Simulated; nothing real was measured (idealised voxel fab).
A process module follows: voxel transistor to metal.
The cross-section on display is named cut; it measures 205 nm wide, and its cells are 5 nm squares.
Reading order for cross-sections: top band down to bottom band. Underlying form: a grid of square cells. Band size: one or more rows of cells. Per band: top height and bottom height in nm, followed by the left-to-right materials and their widths in nm; "edge to edge" marks a single material spanning edge to edge, "empty" marks empty space. Where do heights start? At 0: under that level the wafer as delivered is made of one material only. And the lowest band has no floor; it just carries on downward, as in "0 nm and below". Read "30->40" as a graded width: first number on top, second number at the bottom, same change between each pair of neighbouring rows. "all unchanged" after a step means that no cell of the cross-section changed. Reported under the label "Sealed void inventory" are the empty spaces having no open way to the top and comprising 8 cells or more; the notation for each is width x height at distance, in which the distance is measured from the left edge and all three values are in nm. Post-settings text on a step line: simulator's own remark regarding the step. The optional step-line setting "overlay nm" applies to steps with a mask and quantifies how far to the right of its planned location the mask lay, a negative value indicating leftward placement.

List of planned process steps
1) RECEIVE | material Si
2) OXIDIZE | depth nm 5
3) CONFORMAL_DEP | material SiN | thk nm 15
4) PATTERN | tone cover | mask id ACTIVE | material resist | width nm 100 | thk nm 15 | overlay nm 0
5) DIRECTIONAL_ETCH | etch materials SiN | depth nm 15
6) DIRECTIONAL_ETCH | etch materials SiO2 | depth nm 5
7) DIRECTIONAL_ETCH | etch materials Si | depth nm 30
8) STRIP | etch materials resist
9) OXIDIZE | depth nm 5
10) FILL_DEP | material SiO2 | thk nm 10
11) CMP | height nm 15
12) SELECTIVE_ETCH | etch materials SiO2 | depth nm 5
13) STRIP | etch materials SiN
14) SELECTIVE_ETCH | etch materials SiO2 | depth nm 5
15) OXIDIZE | depth nm 5
16) DIRECTIONAL_DEP | material polySi | thk nm 30
17) DIRECTIONAL_DEP | material SiCN | thk nm 15
18) MASKED_ETCH | tone cover | mask id GATE | width nm 20 | etch materials SiCN | depth nm 25 | overlay nm 0
19) MASKED_ETCH | tone cover | mask id GATE | width nm 20 | etch materials polySi | depth nm 40 | overlay nm 0
20) CONFORMAL_DEP | material SiN | thk nm 10
21) DIRECTIONAL_ETCH | etch materials SiN | depth nm 10
22) DIRECTIONAL_ETCH | etch materials SiO2 | depth nm 5
23) DIRECTIONAL_ETCH | etch materials Si | depth nm 10
24) EPI | material SiGe | thk nm 15
25) FILL_DEP | material SiO2 | thk nm 10
26) CMP | height nm 40
27) DIRECTIONAL_DEP | material SiO2 | thk nm 10
28) PATTERN | tone open | mask id CONTACT | material resist | width nm 20 | pitch nm 70 | thk nm 15 | overlay nm 0
29) DIRECTIONAL_ETCH | etch materials SiO2 | depth nm 55
30) STRIP | etch materials resist
31) CONFORMAL_DEP | material TiN | thk nm 5
32) FILL_DEP | material W | thk nm 10
33) CMP | height nm 50
34) DIRECTIONAL_DEP | material TiN | thk nm 5
35) DIRECTIONAL_DEP | material Ru | thk nm 25
36) MASKED_ETCH | tone cover | mask id METAL_1 | width nm 20 | pitch nm 70 | etch materials Ru | depth nm 25 | overlay nm 0
37) MASKED_ETCH | tone cover | mask id METAL_1 | width nm 20 | pitch nm 70 | etch materials TiN | depth nm 5 | overlay nm 0
38) FILL_DEP | material SiO2 | thk nm 5
39) CMP | height nm 80
40) CONFORMAL_DEP | material SiN | thk nm 5

Cross-section of the wafer upon arrival, representing the state reached after step 1
	0 nm and below = Si edge to edge
	Sealed void inventory: none

Here's the cross-section of the first of our two wafers at the end of the module - it ran as planned
	85 nm to 80 nm = SiN edge to edge
	80 nm to 55 nm = SiO2 55 / Ru 20 / SiO2 50 / Ru 20 / SiO2 60
	55 nm to 50 nm = SiO2 55 / TiN 20 / SiO2 50 / TiN 20 / SiO2 60
	50 nm to 40 nm = SiO2 55 / TiN 5 / W 10 / TiN 5 / SiO2 50 / TiN 5 / W 10 / TiN 5 / SiO2 60
	40 nm to 25 nm = SiO2 55 / TiN 5 / W 10 / TiN 5 / SiO2 5 / SiN 10 / SiCN 20 / SiN 10 / SiO2 5 / TiN 5 / W 10 / TiN 5 / SiO2 60
	25 nm to 10 nm = SiO2 55 / TiN 5 / W 10 / TiN 5 / SiO2 5 / SiN 10 / polySi 20 / SiN 10 / SiO2 5 / TiN 5 / W 10 / TiN 5 / SiO2 60
	10 nm to 5 nm = SiO2 55 / TiN 20 / SiO2 5 / SiN 10 / polySi 20 / SiN 10 / SiO2 5 / TiN 20 / SiO2 60
	5 nm to -5 nm = SiO2 45 / SiN 10 / TiN 10 / SiGe 15 / SiN 10 / polySi 20 / SiN 10 / SiGe 15 / TiN 10 / SiN 10 / SiO2 50
	-5 nm to -10 nm = SiO2 55 / SiGe 25 / SiO2 40 / SiGe 25 / SiO2 60
	-10 nm to -20 nm = SiO2 55 / SiGe 25 / Si 40 / SiGe 25 / SiO2 60
	-20 nm to -40 nm = SiO2 55 / Si 90 / SiO2 60
	-40 nm and below = Si edge to edge
	Sealed void inventory: none

Wafer two (of two), end-of-module cross-section: start = wafer one, plan = wafer one, one run mistake
	85 nm to 80 nm = SiN edge to edge
	80 nm to 70 nm = SiO2 55 / Ru 20 / SiO2 50 / Ru 20 / SiO2 60
	70 nm to 65 nm = SiO2 55 / TiN 20 / SiO2 50 / TiN 20 / SiO2 60
	65 nm to 55 nm = W edge to edge
	55 nm to 50 nm = TiN 60 / W 10 / TiN 60 / W 10 / TiN 65
	50 nm to 40 nm = SiO2 55 / TiN 5 / W 10 / TiN 5 / SiO2 50 / TiN 5 / W 10 / TiN 5 / SiO2 60
	40 nm to 25 nm = SiO2 55 / TiN 5 / W 10 / TiN 5 / SiO2 5 / SiN 10 / SiCN 20 / SiN 10 / SiO2 5 / TiN 5 / W 10 / TiN 5 / SiO2 60
	25 nm to 10 nm = SiO2 55 / TiN 5 / W 10 / TiN 5 / SiO2 5 / SiN 10 / polySi 20 / SiN 10 / SiO2 5 / TiN 5 / W 10 / TiN 5 / SiO2 60
	10 nm to 5 nm = SiO2 55 / TiN 20 / SiO2 5 / SiN 10 / polySi 20 / SiN 10 / SiO2 5 / TiN 20 / SiO2 60
	5 nm to -5 nm = SiO2 45 / SiN 10 / TiN 10 / SiGe 15 / SiN 10 / polySi 20 / SiN 10 / SiGe 15 / TiN 10 / SiN 10 / SiO2 50
	-5 nm to -10 nm = SiO2 55 / SiGe 25 / SiO2 40 / SiGe 25 / SiO2 60
	-10 nm to -20 nm = SiO2 55 / SiGe 25 / Si 40 / SiGe 25 / SiO2 60
	-20 nm to -40 nm = SiO2 55 / Si 90 / SiO2 60
	-40 nm and below = Si edge to edge
	Sealed void inventory: none
What went wrong in running the wafer? the run left out plan step 33 entirely, so it was never executed
FYI, end of process, the second wafer has more or fewer cells of some materials than the first: Ru -24, SiO2 -99, TiN +37, W +86
